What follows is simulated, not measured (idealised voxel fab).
The following process module bears the name voxel transistor to metal.
Displayed cross-section: cut, width of 140 nm, square cells sized 5 nm.
A cross-section is a grid of square cells, given in bands from the top down. A band is one or more rows of cells.
Within each band entry, the heights of the top and of the bottom of the band appear first, in that order and in nm; the materials of the band then follow from left to right, each with its corresponding width in nm. The designation "throughout" on a single material indicates that it fills the band from edge to edge; the designation "blank" indicates empty space.
Beneath 0, the wafer as received is one material, and that level is where height counting begins. The lowest band goes on downward without a bottom; it is written like "0 -> down".
Read "30 to 40" as a graded width: first number on top, second number at the bottom, same change between each pair of neighbouring rows.
"remained the same" means the step left every cell of the cross-section as it was.
Listed in "Closed void listing": every empty space of 8 or more cells without an open way to the top. Form: width x height at distance, the distance being from the left edge, all in nm.
Read whatever lies past the settings on a step's line as the simulator's own remark about the step.
For masked steps, "overlay nm" on the step line gives how far right of plan the mask actually lay; a minus sign means it lay to the left.
In what follows, pairs of cross-sections are presented, each taken before and after one process step, with the after cross-section shown only down to the lowest band that was altered; the step, together with its settings, is stated below the pair. The pairs may stem from different runs of this module on the same starting wafer; accordingly, a pair should be taken as continuing from the one above it solely where its entry headed "Before the process" indicates as much.

BEFORE THE PROCESS
	0 -> down = Si throughout
	Closed void listing: none

POST-STEP GEOMETRY
	5 -> 0 = SiO2 throughout
	Below 0, the layers are the same as they were.
	Closed void listing: none
Before/after cross-sections above; step in between: CONFORMAL_DEP [material SiO2] [thk nm 5]

Before the process: This step starts from the configuration shown after the step in the pair immediately above.

POST-STEP GEOMETRY
	20 -> 5 = SiN throughout
	Below 5, the layers are the same as they were.
	Closed void listing: none
Before/after cross-sections above; step in between: CONFORMAL_DEP [material SiN] [thk nm 15]

Before the process: This step starts from the configuration shown after the step in the pair immediately above.

POST-STEP GEOMETRY
	40 -> 20 = blank 15 nm; resist 105 nm; blank 20 nm
	Below 20, the layers are the same as they were.
	Closed void listing: none
Before/after cross-sections above; step in between: PATTERN [tone cover] [mask id ACTIVE] [material resist] [width nm 105] [thk nm 20] [overlay nm 0]

Before the process: This step starts from the configuration shown after the step in the pair immediately above.

POST-STEP GEOMETRY
	40 -> 20 = blank 15 nm; resist 105 nm; blank 20 nm
	20 -> 5 = blank 15 nm; SiN 105 nm; blank 20 nm
	Below 5, the layers are the same as they were.
	Closed void listing: none
Before/after cross-sections above; step in between: DIRECTIONAL_ETCH [etch materials SiN] [depth nm 15]

Before the process: This step starts from the configuration shown after the step in the pair immediately above.

POST-STEP GEOMETRY
	40 -> 20 = blank 15 nm; resist 105 nm; blank 20 nm
	20 -> 5 = blank 15 nm; SiN 105 nm; blank 20 nm
	5 -> 0 = blank 15 nm; SiO2 105 nm; blank 20 nm
	Below 0, the layers are the same as they were.
	Closed void listing: none
Before/after cross-sections above; step in between: DIRECTIONAL_ETCH [etch materials SiO2] [depth nm 5]

Before the process: This step starts from the configuration shown after the step in the pair immediately above.

POST-STEP GEOMETRY
	40 -> 20 = blank 15 nm; resist 105 nm; blank 20 nm
	20 -> 5 = blank 15 nm; SiN 105 nm; blank 20 nm
	5 -> 0 = blank 15 nm; SiO2 105 nm; blank 20 nm
	0 -> -30 = blank 15 nm; Si 105 nm; blank 20 nm
	Below -30, the layers are the same as they were.
	Closed void listing: none
Before/after cross-sections above; step in between: DIRECTIONAL_ETCH [etch materials Si] [depth nm 30]

Before the process: This step starts from the configuration shown after the step in the pair immediately above.

POST-STEP GEOMETRY
	20 -> 5 = blank 15 nm; SiN 105 nm; blank 20 nm
	Below 5, the layers are the same as they were.
	Closed void listing: none
Before/after cross-sections above; step in between: STRIP [etch materials resist]

Before the process: This step starts from the configuration shown after the step in the pair immediately above.

POST-STEP GEOMETRY
	25 -> 20 = SiO2 throughout
	20 -> 5 = SiO2 15 nm; SiN 105 nm; SiO2 20 nm
	5 -> 0 = SiO2 throughout
	0 -> -30 = SiO2 15 nm; Si 105 nm; SiO2 20 nm
	Below -30, the layers are the same as they were.
	Closed void listing: none
Before/after cross-sections above; step in between: FILL_DEP [material SiO2] [thk nm 5]

Before the process: This step starts from the configuration shown after the step in the pair immediately above.

POST-STEP GEOMETRY
	20 -> 5 = SiO2 15 nm; SiN 105 nm; SiO2 20 nm
	Below 5, the layers are the same as they were.
	Closed void listing: none
Before/after cross-sections above; step in between: CMP [height nm 20]

Before the process: This step starts from the configuration shown after the step in the pair immediately above.

POST-STEP GEOMETRY
	20 -> 15 = blank 15 nm; SiN 105 nm; blank 20 nm
	Below 15, the layers are the same as they were.
	Closed void listing: none
Before/after cross-sections above; step in between: SELECTIVE_ETCH [etch materials SiO2] [depth nm 5]

Before the process: This step starts from the configuration shown after the step in the pair immediately above.

POST-STEP GEOMETRY
	15 -> 5 = SiO2 15 nm; blank 105 nm; SiO2 20 nm
	Below 5, the layers are the same as they were.
	Closed void listing: none
Before/after cross-sections above; step in between: STRIP [etch materials SiN]

Before the process: This step starts from the configuration shown after the step in the pair immediately above.

POST-STEP GEOMETRY
	10 -> 0 = SiO2 10 nm; blank 115 nm; SiO2 15 nm
	Below 0, the layers are the same as they were.
	Closed void listing: none
Before/after cross-sections above; step in between: SELECTIVE_ETCH [etch materials SiO2] [depth nm 5]

Before the process: This step starts from the configuration shown after the step in the pair immediately above.

POST-STEP GEOMETRY
	10 -> 0 = SiO2 10 nm; blank 115 nm; SiO2 15 nm
	0 -> -5 = SiO2 throughout
	Below -5, the layers are the same as they were.
	Closed void listing: none
Before/after cross-sections above; step in between: OXIDIZE [depth nm 5]

Before the process: This step starts from the configuration shown after the step in the pair immediately above.

POST-STEP GEOMETRY
	35 -> 25 = polySi 10 nm; blank 115 nm; polySi 15 nm
	25 -> 10 = polySi throughout
	10 -> 0 = SiO2 10 nm; polySi 115 nm; SiO2 15 nm
	Below 0, the layers are the same as they were.
	Closed void listing: none
Before/after cross-sections above; step in between: DIRECTIONAL_DEP [material polySi] [thk nm 25]

Before the process: This step starts from the configuration shown after the step in the pair immediately above.

POST-STEP GEOMETRY
	45 -> 35 = SiCN 10 nm; blank 115 nm; SiCN 15 nm
	35 -> 25 = polySi 10 nm; SiCN 115 nm; polySi 15 nm
	Below 25, the layers are the same as they were.
	Closed void listing: none
Before/after cross-sections above; step in between: DIRECTIONAL_DEP [material SiCN] [thk nm 10]

Before the process: This step starts from the configuration shown after the step in the pair immediately above.

POST-STEP GEOMETRY
	60 -> 50 = aC 10 nm; blank 115 nm; aC 15 nm
	50 -> 45 = aC throughout
	45 -> 35 = SiCN 10 nm; aC 115 nm; SiCN 15 nm
	Below 35, the layers are the same as they were.
	Closed void listing: none
Before/after cross-sections above; step in between: DIRECTIONAL_DEP [material aC] [thk nm 15]

Before the process: This step starts from the configuration shown after the step in the pair immediately above.

POST-STEP GEOMETRY
	90 -> 60 = blank 60 nm; resist 15 nm; blank 65 nm
	60 -> 50 = aC 10 nm; blank 50 nm; resist 15 nm; blank 50 nm; aC 15 nm
	Below 50, the layers are the same as they were.
	Closed void listing: none
Before/after cross-sections above; step in between: PATTERN [tone cover] [mask id GATE] [material resist] [width nm 15] [thk nm 30] [overlay nm 0]

Before the process: This step starts from the configuration shown after the step in the pair immediately above.

POST-STEP GEOMETRY
	75 -> 50 = blank 60 nm; resist 15 nm; blank 65 nm
	50 -> 45 = blank 60 nm; aC 15 nm; blank 65 nm
	45 -> 35 = SiCN 10 nm; blank 50 nm; aC 15 nm; blank 50 nm; SiCN 15 nm
	Below 35, the layers are the same as they were.
	Closed void listing: none
Before/after cross-sections above; step in between: DIRECTIONAL_ETCH [etch materials aC] [depth nm 15]

Before the process: This step starts from the configuration shown after the step in the pair immediately above.

POST-STEP GEOMETRY
	50 -> 45 = blank 60 nm; aC 15 nm; blank 65 nm
	Below 45, the layers are the same as they were.
	Closed void listing: none
Before/after cross-sections above; step in between: STRIP [etch materials resist]

Before the process: This step starts from the configuration shown after the step in the pair immediately above.

POST-STEP GEOMETRY
	50 -> 35 = blank 60 nm; aC 15 nm; blank 65 nm
	35 -> 25 = polySi 10 nm; blank 50 nm; SiCN 15 nm; blank 50 nm; polySi 15 nm
	Below 25, the layers are the same as they were.
	Closed void listing: none
Before/after cross-sections above; step in between: DIRECTIONAL_ETCH [etch materials SiCN] [depth nm 20]

Before the process: This step starts from the configuration shown after the step in the pair immediately above.

POST-STEP GEOMETRY
	50 -> 35 = blank 60 nm; aC 15 nm; blank 65 nm
	35 -> 25 = blank 60 nm; SiCN 15 nm; blank 65 nm
	25 -> 10 = blank 60 nm; polySi 15 nm; blank 65 nm
	10 -> 0 = SiO2 10 nm; blank 50 nm; polySi 15 nm; blank 50 nm; SiO2 15 nm
	Below 0, the layers are the same as they were.
	Closed void listing: none
Before/after cross-sections above; step in between: DIRECTIONAL_ETCH [etch materials polySi] [depth nm 35]

Before the process: This step starts from the configuration shown after the step in the pair immediately above.

POST-STEP GEOMETRY
	35 -> 25 = blank 60 nm; SiCN 15 nm; blank 65 nm
	Below 25, the layers are the same as they were.
	Closed void listing: none
Before/after cross-sections above; step in between: STRIP [etch materials aC]

Before the process: This step starts from the configuration shown after the step in the pair immediately above.

POST-STEP GEOMETRY
	45 -> 35 = blank 50 nm; SiN 35 nm; blank 55 nm
	35 -> 25 = blank 50 nm; SiN 10 nm; SiCN 15 nm; SiN 10 nm; blank 55 nm
	25 -> 20 = blank 50 nm; SiN 10 nm; polySi 15 nm; SiN 10 nm; blank 55 nm
	20 -> 10 = SiN 20 nm; blank 30 nm; SiN 10 nm; polySi 15 nm; SiN 10 nm; blank 30 nm; SiN 25 nm
	10 -> 0 = SiO2 10 nm; SiN 50 nm; polySi 15 nm; SiN 50 nm; SiO2 15 nm
	Below 0, the layers are the same as they were.
	Closed void listing: none
Before/after cross-sections above; step in between: CONFORMAL_DEP [material SiN] [thk nm 10]

Before the process: This step starts from the configuration shown after the step in the pair immediately above.

POST-STEP GEOMETRY
	35 -> 25 = blank 50 nm; SiN 10 nm; SiCN 15 nm; SiN 10 nm; blank 55 nm
	25 -> 10 = blank 50 nm; SiN 10 nm; polySi 15 nm; SiN 10 nm; blank 55 nm
	10 -> 0 = SiO2 10 nm; SiN 10 nm; blank 30 nm; SiN 10 nm; polySi 15 nm; SiN 10 nm; blank 30 nm; SiN 10 nm; SiO2 15 nm
	Below 0, the layers are the same as they were.
	Closed void listing: none
Before/after cross-sections above; step in between: DIRECTIONAL_ETCH [etch materials SiN] [depth nm 10]

Before the process: This step starts from the configuration shown after the step in the pair immediately above.

POST-STEP GEOMETRY
	35 -> 25 = blank 50 nm; SiN 10 nm; SiCN 15 nm; SiN 10 nm; blank 55 nm
	25 -> 10 = blank 50 nm; SiN 10 nm; polySi 15 nm; SiN 10 nm; blank 55 nm
	10 -> 5 = blank 10 nm; SiN 10 nm; blank 30 nm; SiN 10 nm; polySi 15 nm; SiN 10 nm; blank 30 nm; SiN 10 nm; blank 15 nm
	5 -> 0 = SiO2 10 nm; SiN 10 nm; blank 30 nm; SiN 10 nm; polySi 15 nm; SiN 10 nm; blank 30 nm; SiN 10 nm; SiO2 15 nm
	0 -> -5 = SiO2 20 nm; blank 30 nm; SiO2 35 nm; blank 30 nm; SiO2 25 nm
	Below -5, the layers are the same as they were.
	Closed void listing: none
Before/after cross-sections above; step in between: DIRECTIONAL_ETCH [etch materials SiO2] [depth nm 5]

Before the process: This step starts from the configuration shown after the step in the pair immediately above.

POST-STEP GEOMETRY
	35 -> 25 = blank 50 nm; SiN 10 nm; SiCN 15 nm; SiN 10 nm; blank 55 nm
	25 -> 10 = blank 50 nm; SiN 10 nm; polySi 15 nm; SiN 10 nm; blank 55 nm
	10 -> 5 = blank 10 nm; SiN 10 nm; blank 30 nm; SiN 10 nm; polySi 15 nm; SiN 10 nm; blank 30 nm; SiN 10 nm; blank 15 nm
	5 -> 0 = SiO2 10 nm; SiN 10 nm; blank 30 nm; SiN 10 nm; polySi 15 nm; SiN 10 nm; blank 30 nm; SiN 10 nm; SiO2 15 nm
	0 -> -5 = SiO2 20 nm; pSi 30 nm; SiO2 35 nm; pSi 30 nm; SiO2 25 nm
	Below -5, the layers are the same as they were.
	Closed void listing: none
Before/after cross-sections above; step in between: EPI [material pSi] [thk nm 5]

Before the process: This step starts from the configuration shown after the step in the pair immediately above.

POST-STEP GEOMETRY
	40 -> 35 = SiO2 throughout
	35 -> 25 = SiO2 50 nm; SiN 10 nm; SiCN 15 nm; SiN 10 nm; SiO2 55 nm
	25 -> 10 = SiO2 50 nm; SiN 10 nm; polySi 15 nm; SiN 10 nm; SiO2 55 nm
	10 -> 0 = SiO2 10 nm; SiN 10 nm; SiO2 30 nm; SiN 10 nm; polySi 15 nm; SiN 10 nm; SiO2 30 nm; SiN 10 nm; SiO2 15 nm
	Below 0, the layers are the same as they were.
	Closed void listing: none
Before/after cross-sections above; step in between: FILL_DEP [material SiO2] [thk nm 5]

Before the process: This step starts from the configuration shown after the step in the pair immediately above.

POST-STEP GEOMETRY
	35 -> 25 = SiO2 50 nm; SiN 10 nm; SiCN 15 nm; SiN 10 nm; SiO2 55 nm
	Below 25, the layers are the same as they were.
	Closed void listing: none
Before/after cross-sections above; step in between: CMP [height nm 35]

Before the process: This step starts from the configuration shown after the step in the pair immediately above.

POST-STEP GEOMETRY
	45 -> 35 = SiO2 throughout
	Below 35, the layers are the same as they were.
	Closed void listing: none
Before/after cross-sections above; step in between: DIRECTIONAL_DEP [material SiO2] [thk nm 10]

Before the process: This step starts from the configuration shown after the step in the pair immediately above.

POST-STEP GEOMETRY
	60 -> 45 = aC throughout
	Below 45, the layers are the same as they were.
	Closed void listing: none
Before/after cross-sections above; step in between: DIRECTIONAL_DEP [material aC] [thk nm 15]

Before the process: This step starts from the configuration shown after the step in the pair immediately above.

POST-STEP GEOMETRY
	90 -> 60 = resist 25 nm; blank 20 nm; resist 45 nm; blank 20 nm; resist 30 nm
	Below 60, the layers are the same as they were.
	Closed void listing: none
Before/after cross-sections above; step in between: PATTERN [tone open] [mask id CONTACT] [material resist] [width nm 20] [pitch nm 65] [thk nm 30] [overlay nm 0]

Before the process: This step starts from the configuration shown after the step in the pair immediately above.

POST-STEP GEOMETRY
	75 -> 60 = resist 25 nm; blank 20 nm; resist 45 nm; blank 20 nm; resist 30 nm
	60 -> 45 = aC 25 nm; blank 20 nm; aC 45 nm; blank 20 nm; aC 30 nm
	Below 45, the layers are the same as they were.
	Closed void listing: none
Before/after cross-sections above; step in between: DIRECTIONAL_ETCH [etch materials aC] [depth nm 15]

Before the process: This step starts from the configuration shown after the step in the pair immediately above.

POST-STEP GEOMETRY
	60 -> 45 = aC 25 nm; blank 20 nm; aC 45 nm; blank 20 nm; aC 30 nm
	Below 45, the layers are the same as they were.
	Closed void listing: none
Before/after cross-sections above; step in between: STRIP [etch materials resist]

Before the process: This step starts from the configuration shown after the step in the pair immediately above.

POST-STEP GEOMETRY
	60 -> 45 = aC 25 nm; blank 20 nm; aC 45 nm; blank 20 nm; aC 30 nm
	45 -> 35 = SiO2 25 nm; blank 20 nm; SiO2 45 nm; blank 20 nm; SiO2 30 nm
	35 -> 25 = SiO2 25 nm; blank 20 nm; SiO2 5 nm; SiN 10 nm; SiCN 15 nm; SiN 10 nm; SiO2 5 nm; blank 20 nm; SiO2 30 nm
	25 -> 10 = SiO2 25 nm; blank 20 nm; SiO2 5 nm; SiN 10 nm; polySi 15 nm; SiN 10 nm; SiO2 5 nm; blank 20 nm; SiO2 30 nm
	10 -> 0 = SiO2 10 nm; SiN 10 nm; SiO2 5 nm; blank 20 nm; SiO2 5 nm; SiN 10 nm; polySi 15 nm; SiN 10 nm; SiO2 5 nm; blank 20 nm; SiO2 5 nm; SiN 10 nm; SiO2 15 nm
	Below 0, the layers are the same as they were.
	Closed void listing: none
Before/after cross-sections above; step in between: DIRECTIONAL_ETCH [etch materials SiO2] [depth nm 45]

Before the process: This step starts from the configuration shown after the step in the pair immediately above.

POST-STEP GEOMETRY
	45 -> 35 = SiO2 25 nm; blank 20 nm; SiO2 45 nm; blank 20 nm; SiO2 30 nm
	Below 35, the layers are the same as they were.
	Closed void listing: none
Before/after cross-sections above; step in between: STRIP [etch materials aC]

Before the process: This step starts from the configuration shown after the step in the pair immediately above.

POST-STEP GEOMETRY
	50 -> 45 = TiN 30 nm; blank 10 nm; TiN 55 nm; blank 10 nm; TiN 35 nm
	45 -> 35 = SiO2 25 nm; TiN 5 nm; blank 10 nm; TiN 5 nm; SiO2 45 nm; TiN 5 nm; blank 10 nm; TiN 5 nm; SiO2 30 nm
	35 -> 25 = SiO2 25 nm; TiN 5 nm; blank 10 nm; TiN 5 nm; SiO2 5 nm; SiN 10 nm; SiCN 15 nm; SiN 10 nm; SiO2 5 nm; TiN 5 nm; blank 10 nm; TiN 5 nm; SiO2 30 nm
	25 -> 10 = SiO2 25 nm; TiN 5 nm; blank 10 nm; TiN 5 nm; SiO2 5 nm; SiN 10 nm; polySi 15 nm; SiN 10 nm; SiO2 5 nm; TiN 5 nm; blank 10 nm; TiN 5 nm; SiO2 30 nm
	10 -> 5 = SiO2 10 nm; SiN 10 nm; SiO2 5 nm; TiN 5 nm; blank 10 nm; TiN 5 nm; SiO2 5 nm; SiN 10 nm; polySi 15 nm; SiN 10 nm; SiO2 5 nm; TiN 5 nm; blank 10 nm; TiN 5 nm; SiO2 5 nm; SiN 10 nm; SiO2 15 nm
	5 -> 0 = SiO2 10 nm; SiN 10 nm; SiO2 5 nm; TiN 20 nm; SiO2 5 nm; SiN 10 nm; polySi 15 nm; SiN 10 nm; SiO2 5 nm; TiN 20 nm; SiO2 5 nm; SiN 10 nm; SiO2 15 nm
	Below 0, the layers are the same as they were.
	Closed void listing: none
Before/after cross-sections above; step in between: CONFORMAL_DEP [material TiN] [thk nm 5]

Before the process: This step starts from the configuration shown after the step in the pair immediately above.

POST-STEP GEOMETRY
	55 -> 50 = W throughout
	50 -> 45 = TiN 30 nm; W 10 nm; TiN 55 nm; W 10 nm; TiN 35 nm
	45 -> 35 = SiO2 25 nm; TiN 5 nm; W 10 nm; TiN 5 nm; SiO2 45 nm; TiN 5 nm; W 10 nm; TiN 5 nm; SiO2 30 nm
	35 -> 25 = SiO2 25 nm; TiN 5 nm; W 10 nm; TiN 5 nm; SiO2 5 nm; SiN 10 nm; SiCN 15 nm; SiN 10 nm; SiO2 5 nm; TiN 5 nm; W 10 nm; TiN 5 nm; SiO2 30 nm
	25 -> 10 = SiO2 25 nm; TiN 5 nm; W 10 nm; TiN 5 nm; SiO2 5 nm; SiN 10 nm; polySi 15 nm; SiN 10 nm; SiO2 5 nm; TiN 5 nm; W 10 nm; TiN 5 nm; SiO2 30 nm
	10 -> 5 = SiO2 10 nm; SiN 10 nm; SiO2 5 nm; TiN 5 nm; W 10 nm; TiN 5 nm; SiO2 5 nm; SiN 10 nm; polySi 15 nm; SiN 10 nm; SiO2 5 nm; TiN 5 nm; W 10 nm; TiN 5 nm; SiO2 5 nm; SiN 10 nm; SiO2 15 nm
	Below 5, the layers are the same as they were.
	Closed void listing: none
Before/after cross-sections above; step in between: FILL_DEP [material W] [thk nm 5]

Before the process: This step starts from the configuration shown after the step in the pair immediately above.

POST-STEP GEOMETRY
	45 -> 35 = SiO2 25 nm; TiN 5 nm; W 10 nm; TiN 5 nm; SiO2 45 nm; TiN 5 nm; W 10 nm; TiN 5 nm; SiO2 30 nm
	Below 35, the layers are the same as they were.
	Closed void listing: none
Before/after cross-sections above; step in between: CMP [height nm 45]

Before the process: This step starts from the configuration shown after the step in the pair immediately above.

POST-STEP GEOMETRY
	50 -> 45 = TiN throughout
	Below 45, the layers are the same as they were.
	Closed void listing: none
Before/after cross-sections above; step in between: DIRECTIONAL_DEP [material TiN] [thk nm 5]

Before the process: This step starts from the configuration shown after the step in the pair immediately above.

POST-STEP GEOMETRY
	70 -> 50 = W throughout
	Below 50, the layers are the same as they were.
	Closed void listing: none
Before/after cross-sections above; step in between: DIRECTIONAL_DEP [material W] [thk nm 20]

Before the process: This step starts from the configuration shown after the step in the pair immediately above.

POST-STEP GEOMETRY
	70 -> 50 = blank 25 nm; W 20 nm; blank 45 nm; W 20 nm; blank 30 nm
	Below 50, the layers are the same as they were.
	Closed void listing: none
Before/after cross-sections above; step in between: MASKED_ETCH [tone cover] [mask id METAL_1] [width nm 20] [pitch nm 65] [etch materials W] [depth nm 20] [overlay nm 0]

Before the process: This step starts from the configuration shown after the step in the pair immediately above.

POST-STEP GEOMETRY
	70 -> 50 = blank 25 nm; W 20 nm; blank 45 nm; W 20 nm; blank 30 nm
	50 -> 45 = blank 25 nm; TiN 20 nm; blank 45 nm; TiN 20 nm; blank 30 nm
	Below 45, the layers are the same as they were.
	Closed void listing: none
Before/after cross-sections above; step in between: MASKED_ETCH [tone cover] [mask id METAL_1] [width nm 20] [pitch nm 65] [etch materials TiN] [depth nm 5] [overlay nm 0]

Before the process: This step starts from the configuration shown after the step in the pair immediately above.

POST-STEP GEOMETRY
	75 -> 70 = blank 20 nm; SiCN 30 nm; blank 35 nm; SiCN 30 nm; blank 25 nm
	70 -> 50 = blank 20 nm; SiCN 5 nm; W 20 nm; SiCN 5 nm; blank 35 nm; SiCN 5 nm; W 20 nm; SiCN 5 nm; blank 25 nm
	50 -> 45 = SiCN 25 nm; TiN 20 nm; SiCN 45 nm; TiN 20 nm; SiCN 30 nm
	Below 45, the layers are the same as they were.
	Closed void listing: none
Before/after cross-sections above; step in between: CONFORMAL_DEP [material SiCN] [thk nm 5]

Before the process: This step starts from the configuration shown after the step in the pair immediately above.

POST-STEP GEOMETRY
	85 -> 75 = SiO2 throughout
	75 -> 70 = SiO2 20 nm; SiCN 30 nm; SiO2 35 nm; SiCN 30 nm; SiO2 25 nm
	70 -> 50 = SiO2 20 nm; SiCN 5 nm; W 20 nm; SiCN 5 nm; SiO2 35 nm; SiCN 5 nm; W 20 nm; SiCN 5 nm; SiO2 25 nm
	Below 50, the layers are the same as they were.
	Closed void listing: none
Before/after cross-sections above; step in between: FILL_DEP [material SiO2] [thk nm 10]

Before the process: This step starts from the configuration shown after the step in the pair immediately above.

POST-STEP GEOMETRY
	70 -> 50 = SiO2 20 nm; SiCN 5 nm; W 20 nm; SiCN 5 nm; SiO2 35 nm; SiCN 5 nm; W 20 nm; SiCN 5 nm; SiO2 25 nm
	Below 50, the layers are the same as they were.
	Closed void listing: none
Before/after cross-sections above; step in between: CMP [height nm 70]

Before the process: This step starts from the configuration shown after the step in the pair immediately above.

POST-STEP GEOMETRY
	75 -> 70 = SiCN throughout
	Below 70, the layers are the same as they were.
	Closed void listing: none
Before/after cross-sections above; step in between: CONFORMAL_DEP [material SiCN] [thk nm 5]

BEFORE THE PROCESS
	0 -> down = Si throughout
	Closed void listing: none

POST-STEP GEOMETRY
	15 -> 0 = SiN throughout
	Below 0, the layers are the same as they were.
	Closed void listing: none
Before/after cross-sections above; step in between: CONFORMAL_DEP [material SiN] [thk nm 15]

Before the process: This step starts from the configuration shown after the step in the pair immediately above.

POST-STEP GEOMETRY
	35 -> 15 = blank 15 nm; resist 105 nm; blank 20 nm
	Below 15, the layers are the same as they were.
	Closed void listing: none
Before/after cross-sections above; step in between: PATTERN [tone cover] [mask id ACTIVE] [material resist] [width nm 105] [thk nm 20] [overlay nm 0]

Before the process: This step starts from the configuration shown after the step in the pair immediately above.

POST-STEP GEOMETRY
	35 -> 15 = blank 15 nm; resist 105 nm; blank 20 nm
	15 -> 0 = blank 15 nm; SiN 105 nm; blank 20 nm
	Below 0, the layers are the same as they were.
	Closed void listing: none
Before/after cross-sections above; step in between: DIRECTIONAL_ETCH [etch materials SiN] [depth nm 15]

Before the process: This step starts from the configuration shown after the step in the pair immediately above.

POST-STEP GEOMETRY
	35 -> 15 = blank 15 nm; resist 105 nm; blank 20 nm
	15 -> 0 = blank 15 nm; SiN 105 nm; blank 20 nm
	0 -> -30 = blank 15 nm; Si 105 nm; blank 20 nm
	Below -30, the layers are the same as they were.
	Closed void listing: none
Before/after cross-sections above; step in between: DIRECTIONAL_ETCH [etch materials Si] [depth nm 30]

Before the process: This step starts from the configuration shown after the step in the pair immediately above.

POST-STEP GEOMETRY
	15 -> 0 = blank 15 nm; SiN 105 nm; blank 20 nm
	Below 0, the layers are the same as they were.
	Closed void listing: none
Before/after cross-sections above; step in between: STRIP [etch materials resist]

Before the process: This step starts from the configuration shown after the step in the pair immediately above.

POST-STEP GEOMETRY
	20 -> 15 = SiO2 throughout
	15 -> 0 = SiO2 15 nm; SiN 105 nm; SiO2 20 nm
	0 -> -30 = SiO2 15 nm; Si 105 nm; SiO2 20 nm
	Below -30, the layers are the same as they were.
	Closed void listing: none
Before/after cross-sections above; step in between: FILL_DEP [material SiO2] [thk nm 5]

Before the process: This step starts from the configuration shown after the step in the pair immediately above.

POST-STEP GEOMETRY
	15 -> 0 = SiO2 15 nm; SiN 105 nm; SiO2 20 nm
	Below 0, the layers are the same as they were.
	Closed void listing: none
Before/after cross-sections above; step in between: SELECTIVE_ETCH [etch materials SiO2] [depth nm 5]

Before the process: This step starts from the configuration shown after the step in the pair immediately above.

POST-STEP GEOMETRY
	15 -> 0 = SiO2 15 nm; blank 105 nm; SiO2 20 nm
	Below 0, the layers are the same as they were.
	Closed void listing: none
Before/after cross-sections above; step in between: STRIP [etch materials SiN]

Before the process: This step starts from the configuration shown after the step in the pair immediately above.

POST-STEP GEOMETRY
	10 -> 0 = SiO2 10 nm; blank 115 nm; SiO2 15 nm
	0 -> -5 = SiO2 10 nm; blank 5 nm; Si 105 nm; blank 5 nm; SiO2 15 nm
	Below -5, the layers are the same as they were.
	Closed void listing: none
Before/after cross-sections above; step in between: SELECTIVE_ETCH [etch materials SiO2] [depth nm 5]

Before the process: This step starts from the configuration shown after the step in the pair immediately above.

POST-STEP GEOMETRY
	10 -> 0 = SiO2 10 nm; blank 115 nm; SiO2 15 nm
	0 -> -5 = SiO2 10 nm; blank 5 nm; SiO2 105 nm; blank 5 nm; SiO2 15 nm
	-5 -> -10 = SiO2 20 nm; Si 95 nm; SiO2 25 nm
	Below -10, the layers are the same as they were.
	Closed void listing: none
Before/after cross-sections above; step in between: OXIDIZE [depth nm 5]

Before the process: This step starts from the configuration shown after the step in the pair immediately above.

POST-STEP GEOMETRY
	35 -> 25 = polySi 10 nm; blank 115 nm; polySi 15 nm
	25 -> 20 = polySi 10 nm; blank 5 nm; polySi 105 nm; blank 5 nm; polySi 15 nm
	20 -> 10 = polySi throughout
	10 -> 0 = SiO2 10 nm; polySi 115 nm; SiO2 15 nm
	0 -> -5 = SiO2 10 nm; polySi 5 nm; SiO2 105 nm; polySi 5 nm; SiO2 15 nm
	Below -5, the layers are the same as they were.
	Closed void listing: none
Before/after cross-sections above; step in between: DIRECTIONAL_DEP [material polySi] [thk nm 25]

Before the process: This step starts from the configuration shown after the step in the pair immediately above.

POST-STEP GEOMETRY
	45 -> 35 = SiCN 10 nm; blank 115 nm; SiCN 15 nm
	35 -> 30 = polySi 10 nm; blank 5 nm; SiCN 105 nm; blank 5 nm; polySi 15 nm
	30 -> 25 = polySi 10 nm; SiCN 115 nm; polySi 15 nm
	25 -> 20 = polySi 10 nm; SiCN 5 nm; polySi 105 nm; SiCN 5 nm; polySi 15 nm
	Below 20, the layers are the same as they were.
	Closed void listing: none
Before/after cross-sections above; step in between: DIRECTIONAL_DEP [material SiCN] [thk nm 10]

Before the process: This step starts from the configuration shown after the step in the pair immediately above.

POST-STEP GEOMETRY
	60 -> 50 = aC 10 nm; blank 115 nm; aC 15 nm
	50 -> 45 = aC 10 nm; blank 5 nm; aC 105 nm; blank 5 nm; aC 15 nm
	45 -> 35 = SiCN 10 nm; aC 115 nm; SiCN 15 nm
	35 -> 30 = polySi 10 nm; aC 5 nm; SiCN 105 nm; aC 5 nm; polySi 15 nm
	Below 30, the layers are the same as they were.
	Closed void listing: none
Before/after cross-sections above; step in between: DIRECTIONAL_DEP [material aC] [thk nm 15]

Before the process: This step starts from the configuration shown after the step in the pair immediately above.

POST-STEP GEOMETRY
	90 -> 60 = blank 60 nm; resist 15 nm; blank 65 nm
	60 -> 50 = aC 10 nm; blank 50 nm; resist 15 nm; blank 50 nm; aC 15 nm
	Below 50, the layers are the same as they were.
	Closed void listing: none
Before/after cross-sections above; step in between: PATTERN [tone cover] [mask id GATE] [material resist] [width nm 15] [thk nm 30] [overlay nm 0]

Before the process: This step starts from the configuration shown after the step in the pair immediately above.

POST-STEP GEOMETRY
	75 -> 50 = blank 60 nm; resist 15 nm; blank 65 nm
	50 -> 45 = blank 60 nm; aC 15 nm; blank 65 nm
	45 -> 35 = SiCN 10 nm; blank 50 nm; aC 15 nm; blank 50 nm; SiCN 15 nm
	35 -> 30 = polySi 10 nm; blank 5 nm; SiCN 105 nm; blank 5 nm; polySi 15 nm
	Below 30, the layers are the same as they were.
	Closed void listing: none
Before/after cross-sections above; step in between: DIRECTIONAL_ETCH [etch materials aC] [depth nm 15]

Before the process: This step starts from the configuration shown after the step in the pair immediately above.

POST-STEP GEOMETRY
	50 -> 45 = blank 60 nm; aC 15 nm; blank 65 nm
	Below 45, the layers are the same as they were.
	Closed void listing: none
Before/after cross-sections above; step in between: STRIP [etch materials resist]

Before the process: This step starts from the configuration shown after the step in the pair immediately above.

POST-STEP GEOMETRY
	50 -> 35 = blank 60 nm; aC 15 nm; blank 65 nm
	35 -> 25 = polySi 10 nm; blank 50 nm; SiCN 15 nm; blank 50 nm; polySi 15 nm
	25 -> 20 = polySi 10 nm; blank 5 nm; polySi 105 nm; blank 5 nm; polySi 15 nm
	Below 20, the layers are the same as they were.
	Closed void listing: none
Before/after cross-sections above; step in between: DIRECTIONAL_ETCH [etch materials SiCN] [depth nm 20]
